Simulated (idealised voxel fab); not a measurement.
Proc. module: voxel self aligned vias
Square cell edge 5 nm, section width 160 nm, ID cut.
Cross-section spec: square-cell grid; bands listed top down; each band is one or more rows. Band: top height; bottom height; in nm. Then, left to right: material with width in nm, for each material. "everywhere": a single material spanning edge to edge. "air": empty space. It should be noted that heights are counted from 0, beneath which the wafer as supplied is of one material throughout, and that the lowest band possesses no lower boundary but continues downward, as written in "0 nm and below". So if you see something like "30..40" for the width, read it as the top row of the band sitting at the first number and the bottom row at the second, with every row in between moving by the same amount as the last. "nothing was modified" after a step means that no cell of the cross-section changed. Empty spaces counting at least 8 cells and having no open way to the top are listed in "Enclosed void listing". The notation width x height at distance is used for each, the distance being from the left edge and all three values in nm. On a step's line, text after the settings is the simulator commenting on that step. For masked steps, "overlay nm" on the step line gives how far right of plan the mask actually lay; a minus sign means it lay to the left.

## Below is the list of planned process steps
1) op RECEIVE | material Si
2) op CONFORMAL_DEP | material SiO2 | thk nm 15
3) op CONFORMAL_DEP | material SiCN | thk nm 5
4) op DIRECTIONAL_DEP | material SiO2 | thk nm 25
5) op MASKED_ETCH | tone open | mask id LINES | width nm 25 | pitch nm 50 | etch materials SiO2 | depth nm 25 | overlay nm 0
6) op CONFORMAL_DEP | material TiN | thk nm 5
7) op FILL_DEP | material Ru | thk nm 10
8) op CMP | height nm 45
9) op SELECTIVE_ETCH | etch materials W Ru TiN | depth nm 10
10) op FILL_DEP | material SiN | thk nm 5
11) op CMP | height nm 45
12) op DIRECTIONAL_DEP | material SiO2 | thk nm 20
13) op PATTERN | tone open | mask id VIAS | material resist | width nm 35 | pitch nm 50 | thk nm 20 | overlay nm 0
14) op DIRECTIONAL_ETCH | etch materials SiO2 | depth nm 20
15) op DIRECTIONAL_ETCH | etch materials SiN | depth nm 10
16) op STRIP | etch materials resist
17) op CONFORMAL_DEP | material TiN | thk nm 5
18) op FILL_DEP | material W | thk nm 10
19) op CMP | height nm 65
20) op CONFORMAL_DEP | material SiCN | thk nm 5

## Wafer as received: cross-section following step 1
    0 nm and below  Si everywhere
    Enclosed void listing: none

## a wafer at the end: this start, this plan, one mistake
    70 nm to 65 nm  SiCN everywhere
    65 nm to 40 nm  35 SiO2 | 5 TiN | 25 W | 5 TiN | 15 SiO2 | 5 TiN | 25 W | 5 TiN | 40 SiO2
    40 nm to 35 nm  35 SiO2 | 35 TiN | 15 SiO2 | 35 TiN | 40 SiO2
    35 nm to 25 nm  35 SiO2 | 10 TiN | 15 Ru | 10 TiN | 15 SiO2 | 10 TiN | 15 Ru | 10 TiN | 40 SiO2
    25 nm to 20 nm  40 SiO2 | 25 TiN | 25 SiO2 | 25 TiN | 45 SiO2
    20 nm to 15 nm  SiCN everywhere
    15 nm to 0 nm  SiO2 everywhere
    0 nm and below  Si everywhere
    Enclosed void listing: none
Run error: step 14, plan: ran twice
